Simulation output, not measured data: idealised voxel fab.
process module | voxel released beams
cross-section cut | 185 nm wide | cells 5 nm
A cross-section is a grid of square cells, given in bands from the top down. A band is one or more rows of cells.
Each band's line starts with the height of the band's top and of its bottom, in nm. Then come its materials from left to right, each with its width in nm. One material with "throughout" fills the band from edge to edge. "air" is empty space.
Height 0 is the level under which the wafer as received is all one material. The lowest band goes on downwards, as in "0 down".
A width such as "30 to 40" changes by the same amount from each row of cells to the next, from the band's top row to its bottom row.
"no change" after a step means that no cell of the cross-section changed.
closed voids: empty space of 8 cells or more with no open way to the top, each as width x height at its distance from the left edge, in nm
after a step's settings: what the simulator itself notes on the step
overlay nm, on a step with a mask: how far to the right of its planned place the mask lay; to the left if negative
plan
1 op RECEIVE | material Si
2 op CONFORMAL_DEP | material SiN | thk nm 10
3 op DIRECTIONAL_DEP | material SiO2 | thk nm 10
4 op PATTERN | tone open | mask id ANCHOR | material resist | width nm 25 | thk nm 15 | overlay nm 0
5 op DIRECTIONAL_ETCH | etch materials SiO2 | depth nm 10
6 op STRIP | etch materials resist
7 op CONFORMAL_DEP | material TiN | thk nm 10
8 op MASKED_ETCH | tone cover | mask id BEAM | width nm 95 | etch materials TiN | depth nm 10 | overlay nm 0
9 op STRIP | etch materials SiO2
as received, after step 1
  0 down: Si throughout
  closed voids: none
a wafer at the end: this start, this plan, one mistake
  30 to 20: air 35 | TiN 20 | air 5 | TiN 80 | air 45
  20 to 10: air 45 | TiN 25 | air 115
  10 to 0: SiN throughout
  0 down: Si throughout
  closed voids: none
what went wrong: step 8 ran as: op MASKED_ETCH | tone cover | mask id BEAM | width nm 105 | etch materials TiN | depth nm 10 | overlay nm 0
